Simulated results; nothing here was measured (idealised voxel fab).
The document below concerns the process module designated voxel ribs on slabs.
Shown is cross-section cut, with a width of 240 nm and square cells of size 5 nm.
Heads up, the way a cross-section reads in here is a grid of square cells, handed over as bands from the top down, with every band being one or more rows of cells. Look at the band entry: it leads with the top's height and the bottom's height in nm. Then it lists the materials left to right, with a width in nm for each. The word "all across" on a single material says that material fills the band edge to edge. The word "empty" is empty space. It should be noted that heights are counted from 0, beneath which the wafer as supplied is of one material throughout, and that the lowest band possesses no lower boundary but continues downward, as written in "0 -> down". A two-number width, for instance "30 to 40", indicates that the width is equal to the first number in the top row of the band and to the second number in the bottom row, and that it changes by a constant amount per row of cells. Reading "left unchanged" for a step: not a cell of the cross-section changed in it. In "Closed void inventory" the enclosed voids are listed, meaning empty spaces of 8 cells or larger without any opening to the top. The form is width x height at distance, distance from the left edge, units nm. Text after the settings on a step's line: the simulator's own remark on that step. overlay nm, on a step with a mask: how far to the right of its planned place the mask lay; to the left if negative.
[Set out below are the planned steps of the process]
1,RECEIVE with material Si
2,DIRECTIONAL_DEP with material SiO2, thk nm 30
3,DIRECTIONAL_DEP with material SiN, thk nm 25
4,MASKED_ETCH with tone cover, mask id RIB, width nm 30, etch materials SiN, depth nm 20, overlay nm 0
5,PATTERN with tone cover, mask id SLAB, material resist, width nm 80, thk nm 20, overlay nm 0
6,DIRECTIONAL_ETCH with etch materials SiN, depth nm 5
7,STRIP with etch materials resist
8,FILL_DEP with material SiO2, thk nm 20
9,CMP with height nm 65
10,DIRECTIONAL_DEP with material TiN, thk nm 5
11,MASKED_ETCH with tone cover, mask id HEATER, width nm 40, etch materials TiN, depth nm 5, overlay nm 0
12,CONFORMAL_DEP with material SiO2, thk nm 10
[First of the two wafers, run per plan]
[Cross-sectional view of the wafer in its as-received condition, corresponding to the state after step 1]
	0 -> down  Si all across
	Closed void inventory: none
[Cross-section of the wafer subsequent to step 2]
	30 -> 0  SiO2 all across
	Everything under 0 stays put, no change at all.
[Cross-section of the wafer subsequent to step 3]
	55 -> 30  SiN all across
	Everything under 30 stays put, no change at all.
[Cross-section of the wafer subsequent to step 4]
	55 -> 35  empty: 105, then SiN: 30, then empty: 105
	Everything under 35 stays put, no change at all.
[Cross-section of the wafer subsequent to step 5]
	75 -> 55  empty: 80, then resist: 80, then empty: 80
	55 -> 35  empty: 80, then resist: 25, then SiN: 30, then resist: 25, then empty: 80
	Everything under 35 stays put, no change at all.
[Cross-section of the wafer subsequent to step 6]
	75 -> 55  empty: 80, then resist: 80, then empty: 80
	55 -> 35  empty: 80, then resist: 25, then SiN: 30, then resist: 25, then empty: 80
	35 -> 30  empty: 80, then SiN: 80, then empty: 80
	Everything under 30 stays put, no change at all.
[Cross-section of the wafer subsequent to step 7]
	55 -> 35  empty: 105, then SiN: 30, then empty: 105
	Everything under 35 stays put, no change at all.
[Cross-section of the wafer subsequent to step 8]
	75 -> 55  SiO2 all across
	55 -> 35  SiO2: 105, then SiN: 30, then SiO2: 105
	35 -> 30  SiO2: 80, then SiN: 80, then SiO2: 80
	Everything under 30 stays put, no change at all.
[Cross-section of the wafer subsequent to step 9]
	65 -> 55  SiO2 all across
	Everything under 55 stays put, no change at all.
[Cross-section of the wafer subsequent to step 10]
	70 -> 65  TiN all across
	Everything under 65 stays put, no change at all.
[Cross-section of the wafer subsequent to step 11]
	70 -> 65  empty: 100, then TiN: 40, then empty: 100
	Everything under 65 stays put, no change at all.
[Cross-section of the wafer subsequent to step 12]
	80 -> 75  empty: 90, then SiO2: 60, then empty: 90
	75 -> 70  SiO2 all across
	70 -> 65  SiO2: 100, then TiN: 40, then SiO2: 100
	Everything under 65 stays put, no change at all.
[Second wafer - shared start and plan with the first - one error in running - same as the first up to step 10 inclusive]
[Second wafer, sectioned view, at step 11's planned end time]
	70 -> 65  empty: 105, then TiN: 40, then empty: 95
	Everything under 65 stays put, no change at all.
[Second wafer, sectioned view, at step 12's planned end time]
	80 -> 75  empty: 95, then SiO2: 60, then empty: 85
	75 -> 70  SiO2 all across
	70 -> 65  SiO2: 105, then TiN: 40, then SiO2: 95
	Everything under 65 stays put, no change at all.
Plan not followed: step 11 off recipe, ran as MASKED_ETCH with tone cover, mask id HEATER, width nm 40, etch materials TiN, depth nm 5, overlay nm 5
Tallied in cells, the final second wafer holds each material in the same quantity as the first, although not at the same places.
